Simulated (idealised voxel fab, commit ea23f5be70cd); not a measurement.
Process module under the name voxel capacitor over wiring
Displayed cross-section: cut, width of 175 nm, square cells sized 5 nm.
If you're reading a cross-section in this doc, picture square cells in a grid; it comes to you as bands, top ones listed first down to the bottom, and a band can be one or more rows of cells. Look at the band entry: it leads with the top's height and the bottom's height in nm. Then it lists the materials left to right, with a width in nm for each. The word "all across" on a single material says that material fills the band edge to edge. The word "air" is empty space. Where do heights start? At 0: under that level the wafer as delivered is made of one material only. And the lowest band has no floor; it just carries on downward, as in "0 down". Width: "30..40" (first number = top row, second number = bottom row, same change from row to row of cells). "remained unchanged" (step): cross-section cells unchanged, all of them. Under "Enclosed empty spaces" you'll find the enclosed gaps, the ones with no way out to the top, that are 8 cells or bigger; each reads width x height at distance, with distance counted from the left edge, everything in nm. after a step's settings: what the simulator itself notes on the step. overlay nm: how far to the right of its planned place the mask lay on this masked step (negative: to the left).

Steps in the process plan:
1,RECEIVE with material Si
2,CONFORMAL_DEP with material SiO2, thk nm 10
3,DIRECTIONAL_DEP with material TiN, thk nm 5
4,DIRECTIONAL_DEP with material W, thk nm 15
5,PATTERN with tone cover, mask id METAL_1, material resist, width nm 25, pitch nm 75, thk nm 20, overlay nm 0
6,DIRECTIONAL_ETCH with etch materials W, depth nm 15
7,DIRECTIONAL_ETCH with etch materials TiN, depth nm 5
8,STRIP with etch materials resist
9,CONFORMAL_DEP with material SiCN, thk nm 5
10,FILL_DEP with material lowk, thk nm 5
11,CMP with height nm 30
12,CONFORMAL_DEP with material SiCN, thk nm 5
13,DIRECTIONAL_DEP with material lowk, thk nm 10
14,DIRECTIONAL_DEP with material aC, thk nm 15
15,PATTERN with tone open, mask id PLUG_1, material resist, width nm 15, thk nm 35, overlay nm 0
16,DIRECTIONAL_ETCH with etch materials aC, depth nm 15
17,STRIP with etch materials resist
18,DIRECTIONAL_ETCH with etch materials lowk, depth nm 10
19,DIRECTIONAL_ETCH with etch materials SiCN, depth nm 5
20,STRIP with etch materials aC
21,EPI with material Ru, thk nm 10
22,EPI with material Ru, thk nm 5
23,DIRECTIONAL_DEP with material TiN, thk nm 5
24,DIRECTIONAL_DEP with material Al2O3, thk nm 5
25,DIRECTIONAL_DEP with material TiN, thk nm 5
26,MASKED_ETCH with tone cover, mask id UPPER_PLATE, width nm 55, etch materials TiN, depth nm 5, overlay nm 0
27,MASKED_ETCH with tone cover, mask id UPPER_PLATE, width nm 55, etch materials Al2O3, depth nm 5, overlay nm 0
28,PATTERN with tone cover, mask id LOWER_PLATE, material resist, width nm 65, thk nm 20, overlay nm 0
29,DIRECTIONAL_ETCH with etch materials TiN, depth nm 5
30,STRIP with etch materials resist
31,FILL_DEP with material SiO2, thk nm 20
32,CMP with height nm 75
33,PATTERN with tone open, mask id PLUG_2, material resist, width nm 15, thk nm 20, overlay nm -15
34,DIRECTIONAL_ETCH with etch materials SiO2, depth nm 15
35,STRIP with etch materials resist
36,CONFORMAL_DEP with material TiN, thk nm 5
37,FILL_DEP with material W, thk nm 5
38,CMP with height nm 75
39,CONFORMAL_DEP with material SiCN, thk nm 5
What sets these wafers apart? The overlay nm at step 33. They all start alike, and the plan carries the first wafer's value.

So this is the first of several wafers, cross-sectioned as it came to us, meaning it's at the end of step 1:
0 down | Si all across
Enclosed empty spaces: none

Note: the following table is arranged by wafer, a row apiece. Each row reports the end-of-module state: per material, cells gained (+) or cells lost (-) compared with the wafer as received; closed voids follow:
overlay nm -15 | +11 Al2O3 | +9 Ru | +104 SiCN | +236 SiO2 | +41 TiN | +32 W | +127 lowk | Enclosed empty spaces: none
overlay nm -10 | +11 Al2O3 | +9 Ru | +104 SiCN | +236 SiO2 | +41 TiN | +32 W | +127 lowk | Enclosed empty spaces: none
overlay nm -5 | +11 Al2O3 | +9 Ru | +104 SiCN | +236 SiO2 | +41 TiN | +32 W | +127 lowk | Enclosed empty spaces: none
overlay nm 0 | +11 Al2O3 | +9 Ru | +104 SiCN | +236 SiO2 | +41 TiN | +32 W | +127 lowk | Enclosed empty spaces: none
overlay nm 5 | +11 Al2O3 | +9 Ru | +104 SiCN | +236 SiO2 | +41 TiN | +32 W | +127 lowk | Enclosed empty spaces: none
overlay nm 10 | +11 Al2O3 | +9 Ru | +104 SiCN | +236 SiO2 | +41 TiN | +32 W | +127 lowk | Enclosed empty spaces: none
overlay nm 15 | +11 Al2O3 | +9 Ru | +104 SiCN | +236 SiO2 | +41 TiN | +32 W | +127 lowk | Enclosed empty spaces: none
